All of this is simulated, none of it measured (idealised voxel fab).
Presented below is a process module, voxel lift off.
This is section cut - it's 200 nm across, gridded in 5 nm square cells.
A cross-section in this document is a grid of square cells, and it is written down as bands, the top band listed before the ones below it; a band is made up of one or more rows of cells.
In this notation a band is specified by the heights of its top and bottom, in that order and in nm, after which its materials appear from left to right, each paired with its width in nm. The word "full width" attached to a single material means that material fills the band from edge to edge; the word "blank" stands for empty space.
Heights are reckoned from 0. Under this level, the received wafer is all of one material. The bottommost band is open-ended downward, for example "0 down".
A width such as "30..40" changes by the same amount from each row of cells to the next, from the band's top row to its bottom row.
Given "no alterations made" for a step, no cell of the cross-section differs between before and after that step.
"Unvented cavities" lists enclosed empty spaces (at least 8 cells, no open path upward to the top), each as width x height at distance from the left edge, in nm.
Anything after a step's settings on that line? It's the simulator's own note about the step.
The optional step-line setting "overlay nm" applies to steps with a mask and quantifies how far to the right of its planned location the mask lay, a negative value indicating leftward placement.
So the way this works: pairs, before and after one process step. The after picture only goes down to the lowest band that actually changed, nothing below. Step and its settings are under each pair. And watch out, pairs might come from different runs of this module, same starting wafer though, so a pair only follows on from the one above if its "Before the step" entry tells you so.

**Before the step**
- 0 down: Si full width
- Unvented cavities: none

**Section, Post-Step**
- 5 to 0: Al2O3 full width
- Below a height of 0, the structure has not been altered.
- Unvented cavities: none
The process step separating the two cross-sections depicted above is as follows: CONFORMAL_DEP,material Al2O3,thk nm 5

Before the step: this step begins from the cross-section that the pair just above shows after its step.

**Section, Post-Step**
- 20 to 5: resist 45 nm | blank 20 nm | resist 25 nm | blank 20 nm | resist 25 nm | blank 20 nm | resist 45 nm
- Below a height of 5, the structure has not been altered.
- Unvented cavities: none
The process step separating the two cross-sections depicted above is as follows: PATTERN,tone open,mask id LINES,material resist,width nm 20,pitch nm 45,thk nm 15,overlay nm 0

Before the step: this step begins from the cross-section that the pair just above shows after its step.

**Section, Post-Step**
- 25 to 20: Ru 45 nm | blank 20 nm | Ru 25 nm | blank 20 nm | Ru 25 nm | blank 20 nm | Ru 45 nm
- 20 to 10: resist 45 nm | blank 20 nm | resist 25 nm | blank 20 nm | resist 25 nm | blank 20 nm | resist 45 nm
- 10 to 5: resist 45 nm | Ru 20 nm | resist 25 nm | Ru 20 nm | resist 25 nm | Ru 20 nm | resist 45 nm
- Below a height of 5, the structure has not been altered.
- Unvented cavities: none
The process step separating the two cross-sections depicted above is as follows: DIRECTIONAL_DEP,material Ru,thk nm 5

Before the step: this step begins from the cross-section that the pair just above shows after its step.

**Section, Post-Step**
- 10 to 5: blank 45 nm | Ru 20 nm | blank 25 nm | Ru 20 nm | blank 25 nm | Ru 20 nm | blank 45 nm
- Below a height of 5, the structure has not been altered.
- Unvented cavities: none
The process step separating the two cross-sections depicted above is as follows: STRIP,etch materials resist

Before the step: this step begins from the cross-section that the pair just above shows after its step.

**Section, Post-Step**
- 15 to 10: blank 40 nm | SiO2 30 nm | blank 15 nm | SiO2 30 nm | blank 15 nm | SiO2 30 nm | blank 40 nm
- 10 to 5: SiO2 45 nm | Ru 20 nm | SiO2 25 nm | Ru 20 nm | SiO2 25 nm | Ru 20 nm | SiO2 45 nm
- Below a height of 5, the structure has not been altered.
- Unvented cavities: none
The process step separating the two cross-sections depicted above is as follows: CONFORMAL_DEP,material SiO2,thk nm 5

**Before the step**
- 20 to 5: resist 45 nm | blank 20 nm | resist 25 nm | blank 20 nm | resist 25 nm | blank 20 nm | resist 45 nm
- 5 to 0: Al2O3 full width
- 0 down: Si full width
- Unvented cavities: none

**Section, Post-Step**
- 5 to 0: Al2O3 full width
- Below a height of 0, the structure has not been altered.
- Unvented cavities: none
The process step separating the two cross-sections depicted above is as follows: STRIP,etch materials resist

Before the step: this step begins from the cross-section that the pair just above shows after its step.

**Section, Post-Step**
- 10 to 5: SiO2 full width
- Below a height of 5, the structure has not been altered.
- Unvented cavities: none
The process step separating the two cross-sections depicted above is as follows: CONFORMAL_DEP,material SiO2,thk nm 5

**Before the step**
- 10 to 5: blank 45 nm | Ru 20 nm | blank 25 nm | Ru 20 nm | blank 25 nm | Ru 20 nm | blank 45 nm
- 5 to 0: Al2O3 full width
- 0 down: Si full width
- Unvented cavities: none

**Section, Post-Step**
- 25 to 20: blank 30 nm | SiO2 140 nm | blank 30 nm
- 20 to 10: SiO2 full width
- 10 to 5: SiO2 45 nm | Ru 20 nm | SiO2 25 nm | Ru 20 nm | SiO2 25 nm | Ru 20 nm | SiO2 45 nm
- Below a height of 5, the structure has not been altered.
- Unvented cavities: none
The process step separating the two cross-sections depicted above is as follows: CONFORMAL_DEP,material SiO2,thk nm 15

**Before the step**
- 5 to 0: Al2O3 full width
- 0 down: Si full width
- Unvented cavities: none

**Section, Post-Step**
- 20 to 5: resist 50 nm | blank 15 nm | resist 30 nm | blank 15 nm | resist 30 nm | blank 15 nm | resist 45 nm
- Below a height of 5, the structure has not been altered.
- Unvented cavities: none
The process step separating the two cross-sections depicted above is as follows: PATTERN,tone open,mask id LINES,material resist,width nm 15,pitch nm 45,thk nm 15,overlay nm 0

Before the step: this step begins from the cross-section that the pair just above shows after its step.

**Section, Post-Step**
- 25 to 20: Ru 50 nm | blank 15 nm | Ru 30 nm | blank 15 nm | Ru 30 nm | blank 15 nm | Ru 45 nm
- 20 to 10: resist 50 nm | blank 15 nm | resist 30 nm | blank 15 nm | resist 30 nm | blank 15 nm | resist 45 nm
- 10 to 5: resist 50 nm | Ru 15 nm | resist 30 nm | Ru 15 nm | resist 30 nm | Ru 15 nm | resist 45 nm
- Below a height of 5, the structure has not been altered.
- Unvented cavities: none
The process step separating the two cross-sections depicted above is as follows: DIRECTIONAL_DEP,material Ru,thk nm 5

Before the step: this step begins from the cross-section that the pair just above shows after its step.

**Section, Post-Step**
- 10 to 5: blank 50 nm | Ru 15 nm | blank 30 nm | Ru 15 nm | blank 30 nm | Ru 15 nm | blank 45 nm
- Below a height of 5, the structure has not been altered.
- Unvented cavities: none
The process step separating the two cross-sections depicted above is as follows: STRIP,etch materials resist

Before the step: this step begins from the cross-section that the pair just above shows after its step.

**Section, Post-Step**
- 15 to 10: blank 45 nm | SiO2 25 nm | blank 20 nm | SiO2 25 nm | blank 20 nm | SiO2 25 nm | blank 40 nm
- 10 to 5: SiO2 50 nm | Ru 15 nm | SiO2 30 nm | Ru 15 nm | SiO2 30 nm | Ru 15 nm | SiO2 45 nm
- Below a height of 5, the structure has not been altered.
- Unvented cavities: none
The process step separating the two cross-sections depicted above is as follows: CONFORMAL_DEP,material SiO2,thk nm 5

**Before the step**
- 5 to 0: Al2O3 full width
- 0 down: Si full width
- Unvented cavities: none

**Section, Post-Step**
- 20 to 5: resist 35 nm | blank 20 nm | resist 25 nm | blank 20 nm | resist 25 nm | blank 20 nm | resist 55 nm
- Below a height of 5, the structure has not been altered.
- Unvented cavities: none
The process step separating the two cross-sections depicted above is as follows: PATTERN,tone open,mask id LINES,material resist,width nm 20,pitch nm 45,thk nm 15,overlay nm -10

Before the step: this step begins from the cross-section that the pair just above shows after its step.

**Section, Post-Step**
- 25 to 20: Ru 35 nm | blank 20 nm | Ru 25 nm | blank 20 nm | Ru 25 nm | blank 20 nm | Ru 55 nm
- 20 to 10: resist 35 nm | blank 20 nm | resist 25 nm | blank 20 nm | resist 25 nm | blank 20 nm | resist 55 nm
- 10 to 5: resist 35 nm | Ru 20 nm | resist 25 nm | Ru 20 nm | resist 25 nm | Ru 20 nm | resist 55 nm
- Below a height of 5, the structure has not been altered.
- Unvented cavities: none
The process step separating the two cross-sections depicted above is as follows: DIRECTIONAL_DEP,material Ru,thk nm 5

Before the step: this step begins from the cross-section that the pair just above shows after its step.

**Section, Post-Step**
- 10 to 5: blank 35 nm | Ru 20 nm | blank 25 nm | Ru 20 nm | blank 25 nm | Ru 20 nm | blank 55 nm
- Below a height of 5, the structure has not been altered.
- Unvented cavities: none
The process step separating the two cross-sections depicted above is as follows: STRIP,etch materials resist

Before the step: this step begins from the cross-section that the pair just above shows after its step.

**Section, Post-Step**
- 15 to 10: blank 30 nm | SiO2 30 nm | blank 15 nm | SiO2 30 nm | blank 15 nm | SiO2 30 nm | blank 50 nm
- 10 to 5: SiO2 35 nm | Ru 20 nm | SiO2 25 nm | Ru 20 nm | SiO2 25 nm | Ru 20 nm | SiO2 55 nm
- Below a height of 5, the structure has not been altered.
- Unvented cavities: none
The process step separating the two cross-sections depicted above is as follows: CONFORMAL_DEP,material SiO2,thk nm 5

**Before the step**
- 10 to 5: blank 45 nm | Ru 20 nm | blank 25 nm | Ru 20 nm | blank 25 nm | Ru 20 nm | blank 45 nm
- 5 to 0: Al2O3 full width
- 0 down: Si full width
- Unvented cavities: none

**Section, Post-Step**
- 15 to 10: blank 40 nm | Al2O3 30 nm | blank 15 nm | Al2O3 30 nm | blank 15 nm | Al2O3 30 nm | blank 40 nm
- 10 to 5: Al2O3 45 nm | Ru 20 nm | Al2O3 25 nm | Ru 20 nm | Al2O3 25 nm | Ru 20 nm | Al2O3 45 nm
- Below a height of 5, the structure has not been altered.
- Unvented cavities: none
The process step separating the two cross-sections depicted above is as follows: CONFORMAL_DEP,material Al2O3,thk nm 5

**Before the step**
- 5 to 0: Al2O3 full width
- 0 down: Si full width
- Unvented cavities: none

**Section, Post-Step**
- 20 to 5: blank 45 nm | resist 20 nm | blank 25 nm | resist 20 nm | blank 25 nm | resist 20 nm | blank 45 nm
- Below a height of 5, the structure has not been altered.
- Unvented cavities: none
The process step separating the two cross-sections depicted above is as follows: PATTERN,tone cover,mask id LINES,material resist,width nm 20,pitch nm 45,thk nm 15,overlay nm 0

Before the step: this step begins from the cross-section that the pair just above shows after its step.

**Section, Post-Step**
- 25 to 20: blank 45 nm | Ru 20 nm | blank 25 nm | Ru 20 nm | blank 25 nm | Ru 20 nm | blank 45 nm
- 20 to 10: blank 45 nm | resist 20 nm | blank 25 nm | resist 20 nm | blank 25 nm | resist 20 nm | blank 45 nm
- 10 to 5: Ru 45 nm | resist 20 nm | Ru 25 nm | resist 20 nm | Ru 25 nm | resist 20 nm | Ru 45 nm
- Below a height of 5, the structure has not been altered.
- Unvented cavities: none
The process step separating the two cross-sections depicted above is as follows: DIRECTIONAL_DEP,material Ru,thk nm 5

Before the step: this step begins from the cross-section that the pair just above shows after its step.

**Section, Post-Step**
- 10 to 5: Ru 45 nm | blank 20 nm | Ru 25 nm | blank 20 nm | Ru 25 nm | blank 20 nm | Ru 45 nm
- Below a height of 5, the structure has not been altered.
- Unvented cavities: none
The process step separating the two cross-sections depicted above is as follows: STRIP,etch materials resist

Before the step: this step begins from the cross-section that the pair just above shows after its step.

**Section, Post-Step**
- 15 to 10: SiO2 50 nm | blank 10 nm | SiO2 35 nm | blank 10 nm | SiO2 35 nm | blank 10 nm | SiO2 50 nm
- 10 to 5: Ru 45 nm | SiO2 20 nm | Ru 25 nm | SiO2 20 nm | Ru 25 nm | SiO2 20 nm | Ru 45 nm
- Below a height of 5, the structure has not been altered.
- Unvented cavities: none
The process step separating the two cross-sections depicted above is as follows: CONFORMAL_DEP,material SiO2,thk nm 5
